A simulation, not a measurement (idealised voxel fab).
Presented below is a process module, voxel gate over fins.
Section shown: cut. Width: 240 nm. Cell size: 5 nm, square.
Bands, listed from the top down, are how a cross-section gets written in this document; the cross-section itself is a grid of square cells, and a band is one or more rows of them. Per band: top height and bottom height in nm, followed by the left-to-right materials and their widths in nm; "everywhere" marks a single material spanning edge to edge, "blank" marks empty space. Height datum 0, below which the as-received substrate wafer is one material. Lowest band open at the bottom, running downward: "top 0, no bottom". The notation "30..40" denotes a width that varies across the rows of cells in the band, beginning at the first number in the top row, finishing at the second number in the bottom row, and changing by an identical amount from each row to the next. "all unchanged" -> step changed no cross-section cell. Look at "closed voids" for the closed voids: empty spaces with no open path to the top, sized 8 cells or up. Each is width x height at distance, distance from the left edge, all nm. Note: text after step settings on the step line = simulator remark on that step. Regarding "overlay nm": on a step with a mask, it is the distance the mask lay to the right of its planned place; a negative value places it to the left.

-- Process steps - plan
1,RECEIVE,material Si
2,CONFORMAL_DEP,material SiN,thk nm 5
3,PATTERN,tone cover,mask id FINS,material resist,width nm 15,pitch nm 40,thk nm 15,overlay nm 0
4,DIRECTIONAL_ETCH,etch materials SiN,depth nm 5
5,DIRECTIONAL_ETCH,etch materials Si,depth nm 30
6,STRIP,etch materials resist
7,OXIDIZE,depth nm 5
8,FILL_DEP,material SiO2,thk nm 15
9,CMP,height nm 5
10,SELECTIVE_ETCH,etch materials SiO2,depth nm 15
11,STRIP,etch materials SiN
12,CONFORMAL_DEP,material HfO2,thk nm 5
13,CONFORMAL_DEP,material TiN,thk nm 5
14,FILL_DEP,material W,thk nm 10
15,CMP,height nm 15
16,CONFORMAL_DEP,material SiN,thk nm 5

-- Account of the first of two wafers, which was processed as intended

-- Shown in cross-section is the wafer as received, that is, as it stands after step 1
> top 0, no bottom = Si everywhere
> closed voids: none

-- Wafer after step 2 (cross-section)
> top 5, bottom 0 = SiN everywhere
> Rest of section, below 0: as before.

-- Wafer after step 3 (cross-section)
> top 20, bottom 5 = blank 50 nm / resist 15 nm / blank 25 nm / resist 15 nm / blank 25 nm / resist 15 nm / blank 25 nm / resist 15 nm / blank 55 nm
> Rest of section, below 5: as before.

-- Wafer after step 4 (cross-section)
> top 20, bottom 5 = blank 50 nm / resist 15 nm / blank 25 nm / resist 15 nm / blank 25 nm / resist 15 nm / blank 25 nm / resist 15 nm / blank 55 nm
> top 5, bottom 0 = blank 50 nm / SiN 15 nm / blank 25 nm / SiN 15 nm / blank 25 nm / SiN 15 nm / blank 25 nm / SiN 15 nm / blank 55 nm
> Rest of section, below 0: as before.

-- Wafer after step 5 (cross-section)
> top 20, bottom 5 = blank 50 nm / resist 15 nm / blank 25 nm / resist 15 nm / blank 25 nm / resist 15 nm / blank 25 nm / resist 15 nm / blank 55 nm
> top 5, bottom 0 = blank 50 nm / SiN 15 nm / blank 25 nm / SiN 15 nm / blank 25 nm / SiN 15 nm / blank 25 nm / SiN 15 nm / blank 55 nm
> top 0, bottom -30 = blank 50 nm / Si 15 nm / blank 25 nm / Si 15 nm / blank 25 nm / Si 15 nm / blank 25 nm / Si 15 nm / blank 55 nm
> Rest of section, below -30: as before.

-- Wafer after step 6 (cross-section)
> top 5, bottom 0 = blank 50 nm / SiN 15 nm / blank 25 nm / SiN 15 nm / blank 25 nm / SiN 15 nm / blank 25 nm / SiN 15 nm / blank 55 nm
> Rest of section, below 0: as before.

-- Wafer after step 7 (cross-section)
> top 5, bottom 0 = blank 50 nm / SiN 15 nm / blank 25 nm / SiN 15 nm / blank 25 nm / SiN 15 nm / blank 25 nm / SiN 15 nm / blank 55 nm
> top 0, bottom -30 = blank 50 nm / SiO2 5 nm / Si 5 nm / SiO2 5 nm / blank 25 nm / SiO2 5 nm / Si 5 nm / SiO2 5 nm / blank 25 nm / SiO2 5 nm / Si 5 nm / SiO2 5 nm / blank 25 nm / SiO2 5 nm / Si 5 nm / SiO2 5 nm / blank 55 nm
> top -30, bottom -35 = SiO2 55 nm / Si 5 nm / SiO2 35 nm / Si 5 nm / SiO2 35 nm / Si 5 nm / SiO2 35 nm / Si 5 nm / SiO2 60 nm
> Rest of section, below -35: as before.

-- Wafer after step 8 (cross-section)
> top 20, bottom 5 = SiO2 everywhere
> top 5, bottom 0 = SiO2 50 nm / SiN 15 nm / SiO2 25 nm / SiN 15 nm / SiO2 25 nm / SiN 15 nm / SiO2 25 nm / SiN 15 nm / SiO2 55 nm
> top 0, bottom -35 = SiO2 55 nm / Si 5 nm / SiO2 35 nm / Si 5 nm / SiO2 35 nm / Si 5 nm / SiO2 35 nm / Si 5 nm / SiO2 60 nm
> Rest of section, below -35: as before.

-- Wafer after step 9 (cross-section)
> top 5, bottom 0 = SiO2 50 nm / SiN 15 nm / SiO2 25 nm / SiN 15 nm / SiO2 25 nm / SiN 15 nm / SiO2 25 nm / SiN 15 nm / SiO2 55 nm
> Rest of section, below 0: as before.

-- Wafer after step 10 (cross-section)
> top 5, bottom 0 = blank 50 nm / SiN 15 nm / blank 25 nm / SiN 15 nm / blank 25 nm / SiN 15 nm / blank 25 nm / SiN 15 nm / blank 55 nm
> top 0, bottom -10 = blank 55 nm / Si 5 nm / blank 35 nm / Si 5 nm / blank 35 nm / Si 5 nm / blank 35 nm / Si 5 nm / blank 60 nm
> Rest of section, below -10: as before.

-- Wafer after step 11 (cross-section)
> top 0, bottom -10 = blank 55 nm / Si 5 nm / blank 35 nm / Si 5 nm / blank 35 nm / Si 5 nm / blank 35 nm / Si 5 nm / blank 60 nm
> Rest of section, below -10: as before.

-- Wafer after step 12 (cross-section)
> top 5, bottom 0 = blank 50 nm / HfO2 15 nm / blank 25 nm / HfO2 15 nm / blank 25 nm / HfO2 15 nm / blank 25 nm / HfO2 15 nm / blank 55 nm
> top 0, bottom -5 = blank 50 nm / HfO2 5 nm / Si 5 nm / HfO2 5 nm / blank 25 nm / HfO2 5 nm / Si 5 nm / HfO2 5 nm / blank 25 nm / HfO2 5 nm / Si 5 nm / HfO2 5 nm / blank 25 nm / HfO2 5 nm / Si 5 nm / HfO2 5 nm / blank 55 nm
> top -5, bottom -10 = HfO2 55 nm / Si 5 nm / HfO2 35 nm / Si 5 nm / HfO2 35 nm / Si 5 nm / HfO2 35 nm / Si 5 nm / HfO2 60 nm
> Rest of section, below -10: as before.

-- Wafer after step 13 (cross-section)
> top 10, bottom 5 = blank 45 nm / TiN 25 nm / blank 15 nm / TiN 25 nm / blank 15 nm / TiN 25 nm / blank 15 nm / TiN 25 nm / blank 50 nm
> top 5, bottom 0 = blank 45 nm / TiN 5 nm / HfO2 15 nm / TiN 5 nm / blank 15 nm / TiN 5 nm / HfO2 15 nm / TiN 5 nm / blank 15 nm / TiN 5 nm / HfO2 15 nm / TiN 5 nm / blank 15 nm / TiN 5 nm / HfO2 15 nm / TiN 5 nm / blank 50 nm
> top 0, bottom -5 = TiN 50 nm / HfO2 5 nm / Si 5 nm / HfO2 5 nm / TiN 25 nm / HfO2 5 nm / Si 5 nm / HfO2 5 nm / TiN 25 nm / HfO2 5 nm / Si 5 nm / HfO2 5 nm / TiN 25 nm / HfO2 5 nm / Si 5 nm / HfO2 5 nm / TiN 55 nm
> Rest of section, below -5: as before.

-- Wafer after step 14 (cross-section)
> top 20, bottom 10 = W everywhere
> top 10, bottom 5 = W 45 nm / TiN 25 nm / W 15 nm / TiN 25 nm / W 15 nm / TiN 25 nm / W 15 nm / TiN 25 nm / W 50 nm
> top 5, bottom 0 = W 45 nm / TiN 5 nm / HfO2 15 nm / TiN 5 nm / W 15 nm / TiN 5 nm / HfO2 15 nm / TiN 5 nm / W 15 nm / TiN 5 nm / HfO2 15 nm / TiN 5 nm / W 15 nm / TiN 5 nm / HfO2 15 nm / TiN 5 nm / W 50 nm
> Rest of section, below 0: as before.

-- Wafer after step 15 (cross-section)
> top 15, bottom 10 = W everywhere
> Rest of section, below 10: as before.

-- Wafer after step 16 (cross-section)
> top 20, bottom 15 = SiN everywhere
> Rest of section, below 15: as before.

-- The second wafer was prepared from the same starting point and under the same plan as the first; its processing contained one mistake, and it remains indistinguishable from the first wafer up to and including step 14

-- Look at the second wafer in cross-section at the time step 15 ought to have finished
> top 5, bottom 0 = W 45 nm / TiN 5 nm / HfO2 15 nm / TiN 5 nm / W 15 nm / TiN 5 nm / HfO2 15 nm / TiN 5 nm / W 15 nm / TiN 5 nm / HfO2 15 nm / TiN 5 nm / W 15 nm / TiN 5 nm / HfO2 15 nm / TiN 5 nm / W 50 nm
> Rest of section, below 0: as before.

-- Look at the second wafer in cross-section at the time step 16 ought to have finished
> top 10, bottom 5 = SiN everywhere
> Rest of section, below 5: as before.
What was done differently from what was planned? step 15 was processed under conditions differing from the plan, specifically as CMP,height nm 5
Upon completion, the second wafer contains, in terms of cells, a greater or smaller amount of certain materials than the first wafer: TiN: 20 fewer; W: 76 fewer
